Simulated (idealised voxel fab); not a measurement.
process module | voxel gate over fins
cross-section cut | 165 nm wide | cells 5 nm
A cross-section is a grid of square cells, given in bands from the top down. A band is one or more rows of cells.
Each band's line starts with the height of the band's top and of its bottom, in nm. Then come its materials from left to right, each with its width in nm. One material with "throughout" fills the band from edge to edge. "air" is empty space.
Height 0 is the level under which the wafer as received is all one material. The lowest band goes on downwards, as in "0 down".
A width such as "30 to 40" changes by the same amount from each row of cells to the next, from the band's top row to its bottom row.
"no change" after a step means that no cell of the cross-section changed.
closed voids: empty space of 8 cells or more with no open way to the top, each as width x height at its distance from the left edge, in nm
after a step's settings: what the simulator itself notes on the step
overlay nm, on a step with a mask: how far to the right of its planned place the mask lay; to the left if negative
plan
1 op RECEIVE | material Si
2 op CONFORMAL_DEP | material SiN | thk nm 10
3 op PATTERN | tone cover | mask id FINS | material resist | width nm 15 | pitch nm 60 | thk nm 20 | overlay nm 0
4 op DIRECTIONAL_ETCH | etch materials SiN | depth nm 10
5 op DIRECTIONAL_ETCH | etch materials Si | depth nm 30
6 op STRIP | etch materials resist
7 op FILL_DEP | material SiO2 | thk nm 10
8 op CMP | height nm 10
9 op DIRECTIONAL_DEP | material aC | thk nm 15
10 op PATTERN | tone open | mask id RAIL | material resist | width nm 15 | thk nm 30 | overlay nm 0
11 op DIRECTIONAL_ETCH | etch materials aC | depth nm 15
12 op STRIP | etch materials resist
13 op DIRECTIONAL_ETCH | etch materials SiO2 | depth nm 35
14 op STRIP | etch materials aC
15 op CONFORMAL_DEP | material TiN | thk nm 5
16 op FILL_DEP | material Ru | thk nm 10
17 op CMP | height nm 10
18 op SELECTIVE_ETCH | etch materials W Ru TiN | depth nm 30
19 op FILL_DEP | material SiO2 | thk nm 5
20 op CMP | height nm 10
21 op SELECTIVE_ETCH | etch materials SiO2 | depth nm 20
22 op STRIP | etch materials SiN
23 op CONFORMAL_DEP | material HfO2 | thk nm 5
24 op CONFORMAL_DEP | material TiN | thk nm 5
25 op FILL_DEP | material W | thk nm 10
26 op CMP | height nm 15
27 op CONFORMAL_DEP | material SiCN | thk nm 5
as received, after step 1
  0 down: Si throughout
  closed voids: none
first wafer at the end, as planned
  20 to 15: SiCN throughout
  15 to 10: W throughout
  10 to 5: W 35 | TiN 35 | W 25 | TiN 35 | W 35
  5 to 0: W 35 | TiN 5 | HfO2 25 | TiN 5 | W 25 | TiN 5 | HfO2 25 | TiN 5 | W 35
  0 to -5: TiN 40 | HfO2 5 | Si 15 | HfO2 5 | TiN 35 | HfO2 5 | Si 15 | HfO2 5 | TiN 40
  -5 to -10: HfO2 45 | Si 15 | HfO2 45 | Si 15 | HfO2 45
  -10 to -20: SiO2 45 | Si 15 | SiO2 45 | Si 15 | SiO2 45
  -20 to -25: SiO2 45 | Si 15 | SiO2 15 | TiN 15 | SiO2 15 | Si 15 | SiO2 45
  -25 to -30: SiO2 45 | Si 15 | SiO2 45 | Si 15 | SiO2 45
  -30 down: Si throughout
  closed voids: none
second wafer at the end: like start, like plan, one mistake
  20 to 15: SiCN throughout
  15 to 10: W throughout
  10 to 5: W 35 | TiN 35 | W 25 | TiN 35 | W 35
  5 to 0: W 35 | TiN 5 | HfO2 25 | TiN 35 | HfO2 25 | TiN 5 | W 35
  0 to -5: TiN 40 | HfO2 5 | Si 15 | HfO2 5 | TiN 5 | HfO2 25 | TiN 5 | HfO2 5 | Si 15 | HfO2 5 | TiN 40
  -5 to -10: HfO2 45 | Si 15 | HfO2 15 | TiN 5 | Ru 5 | TiN 5 | HfO2 15 | Si 15 | HfO2 45
  -10 to -20: SiO2 45 | Si 15 | SiO2 15 | TiN 5 | Ru 5 | TiN 5 | SiO2 15 | Si 15 | SiO2 45
  -20 to -25: SiO2 45 | Si 15 | SiO2 15 | TiN 15 | SiO2 15 | Si 15 | SiO2 45
  -25 to -30: SiO2 45 | Si 15 | SiO2 45 | Si 15 | SiO2 45
  -30 down: Si throughout
  closed voids: none
what went wrong: step 17 was left out
at the end the second wafer has, in cells: 2 more of HfO2 | 3 more of Ru | 6 fewer of SiO2 | 6 more of TiN | 5 fewer of W
